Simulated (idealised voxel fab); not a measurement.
process module | voxel double patterning
cross-section cut | 265 nm wide | cells 5 nm
A cross-section is a grid of square cells, given in bands from the top down. A band is one or more rows of cells.
Each band's line starts with the height of the band's top and of its bottom, in nm. Then come its materials from left to right, each with its width in nm. One material with "throughout" fills the band from edge to edge. "air" is empty space.
Height 0 is the level under which the wafer as received is all one material. The lowest band goes on downwards, as in "0 down".
A width such as "30 to 40" changes by the same amount from each row of cells to the next, from the band's top row to its bottom row.
"no change" after a step means that no cell of the cross-section changed.
closed voids: empty space of 8 cells or more with no open way to the top, each as width x height at its distance from the left edge, in nm
after a step's settings: what the simulator itself notes on the step
overlay nm, on a step with a mask: how far to the right of its planned place the mask lay; to the left if negative
plan
1 op RECEIVE | material Si
2 op CONFORMAL_DEP | material SiO2 | thk nm 5
3 op DIRECTIONAL_DEP | material TiN | thk nm 15
4 op DIRECTIONAL_DEP | material SiN | thk nm 5
5 op MASKED_ETCH | tone open | mask id FIRST | width nm 15 | pitch nm 50 | etch materials SiN | depth nm 5 | overlay nm 0
6 op PATTERN | tone open | mask id SECOND | material resist | width nm 15 | pitch nm 50 | thk nm 15 | overlay nm 0
7 op DIRECTIONAL_ETCH | etch materials SiN | depth nm 5
8 op STRIP | etch materials resist
9 op DIRECTIONAL_ETCH | etch materials TiN | depth nm 15
10 op STRIP | etch materials SiN
first wafer, as planned
as received, after step 1
  0 down: Si throughout
  closed voids: none
after step 2
  5 to 0: SiO2 throughout
  below 0: unchanged
after step 3
  20 to 5: TiN throughout
  below 5: unchanged
after step 4
  25 to 20: SiN throughout
  below 20: unchanged
after step 5
  25 to 20: SiN 75 | air 15 | SiN 35 | air 15 | SiN 35 | air 15 | SiN 75
  below 20: unchanged
after step 6
  40 to 25: resist 100 | air 15 | resist 35 | air 15 | resist 100
  25 to 20: SiN 75 | resist 15 | SiN 35 | resist 15 | SiN 35 | resist 15 | SiN 75
  below 20: unchanged
after step 7
  40 to 25: resist 100 | air 15 | resist 35 | air 15 | resist 100
  25 to 20: SiN 75 | resist 15 | SiN 10 | air 15 | SiN 10 | resist 15 | SiN 10 | air 15 | SiN 10 | resist 15 | SiN 75
  below 20: unchanged
after step 8
  25 to 20: SiN 75 | air 15 | SiN 10 | air 15 | SiN 10 | air 15 | SiN 10 | air 15 | SiN 10 | air 15 | SiN 75
  below 20: unchanged
after step 9
  25 to 20: SiN 75 | air 15 | SiN 10 | air 15 | SiN 10 | air 15 | SiN 10 | air 15 | SiN 10 | air 15 | SiN 75
  20 to 5: TiN 75 | air 15 | TiN 10 | air 15 | TiN 10 | air 15 | TiN 10 | air 15 | TiN 10 | air 15 | TiN 75
  below 5: unchanged
after step 10
  20 to 5: TiN 75 | air 15 | TiN 10 | air 15 | TiN 10 | air 15 | TiN 10 | air 15 | TiN 10 | air 15 | TiN 75
  below 5: unchanged
second wafer: like start, like plan, one mistake. Through step 4 it matches the first wafer
when step 5 should have ended
  25 to 20: SiN 80 | air 15 | SiN 35 | air 15 | SiN 35 | air 15 | SiN 70
  below 20: unchanged
when step 6 should have ended
  40 to 25: resist 100 | air 15 | resist 35 | air 15 | resist 100
  25 to 20: SiN 80 | resist 15 | SiN 35 | resist 15 | SiN 35 | resist 15 | SiN 70
  below 20: unchanged
when step 7 should have ended
  40 to 25: resist 100 | air 15 | resist 35 | air 15 | resist 100
  25 to 20: SiN 80 | resist 15 | SiN 5 | air 15 | SiN 15 | resist 15 | SiN 5 | air 15 | SiN 15 | resist 15 | SiN 70
  below 20: unchanged
when step 8 should have ended
  25 to 20: SiN 80 | air 15 | SiN 5 | air 15 | SiN 15 | air 15 | SiN 5 | air 15 | SiN 15 | air 15 | SiN 70
  below 20: unchanged
when step 9 should have ended
  25 to 20: SiN 80 | air 15 | SiN 5 | air 15 | SiN 15 | air 15 | SiN 5 | air 15 | SiN 15 | air 15 | SiN 70
  20 to 5: TiN 80 | air 15 | TiN 5 | air 15 | TiN 15 | air 15 | TiN 5 | air 15 | TiN 15 | air 15 | TiN 70
  below 5: unchanged
when step 10 should have ended
  20 to 5: TiN 80 | air 15 | TiN 5 | air 15 | TiN 15 | air 15 | TiN 5 | air 15 | TiN 15 | air 15 | TiN 70
  below 5: unchanged
what went wrong: step 5 ran as: op MASKED_ETCH | tone open | mask id FIRST | width nm 15 | pitch nm 50 | etch materials SiN | depth nm 5 | overlay nm 5
at the end the second wafer has, in cells: as many of each material as the first, in other places
